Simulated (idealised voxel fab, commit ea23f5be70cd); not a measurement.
process module | voxel plated lines
cross-section cut | 200 nm wide | cells 5 nm
A cross-section is a grid of square cells, given in bands from the top down. A band is one or more rows of cells.
Each band's line starts with the height of the band's top and of its bottom, in nm. Then come its materials from left to right, each with its width in nm. One material with "throughout" fills the band from edge to edge. "air" is empty space.
Height 0 is the level under which the wafer as received is all one material. The lowest band goes on downwards, as in "0 down".
A width such as "30 to 40" changes by the same amount from each row of cells to the next, from the band's top row to its bottom row.
"no change" after a step means that no cell of the cross-section changed.
closed voids: empty space of 8 cells or more with no open way to the top, each as width x height at its distance from the left edge, in nm
after a step's settings: what the simulator itself notes on the step
overlay nm, on a step with a mask: how far to the right of its planned place the mask lay; to the left if negative
plan
1 op RECEIVE | material Si
2 op CONFORMAL_DEP | material Al2O3 | thk nm 10
3 op DIRECTIONAL_DEP | material TiN | thk nm 5
4 op PATTERN | tone open | mask id LINES | material resist | width nm 25 | pitch nm 55 | thk nm 35 | overlay nm 0
5 op EPI | material Ru | thk nm 10
6 op EPI | material Ru | thk nm 5
7 op EPI | material Ru | thk nm 5
8 op STRIP | etch materials resist
9 op DIRECTIONAL_ETCH | etch materials TiN | depth nm 5
10 op CONFORMAL_DEP | material SiN | thk nm 10
as received, after step 1
  0 down: Si throughout
  closed voids: none
a wafer at the end: this start, this plan, one mistake
  45 to 35: air 50 | SiN 45 | air 10 | SiN 45 | air 50
  35 to 25: SiN 60 | Ru 25 | SiN 30 | Ru 25 | SiN 60
  25 to 15: Ru throughout
  15 to 10: TiN throughout
  10 to 0: Al2O3 throughout
  0 down: Si throughout
  closed voids: none
what went wrong: steps 4 and 5 were swapped
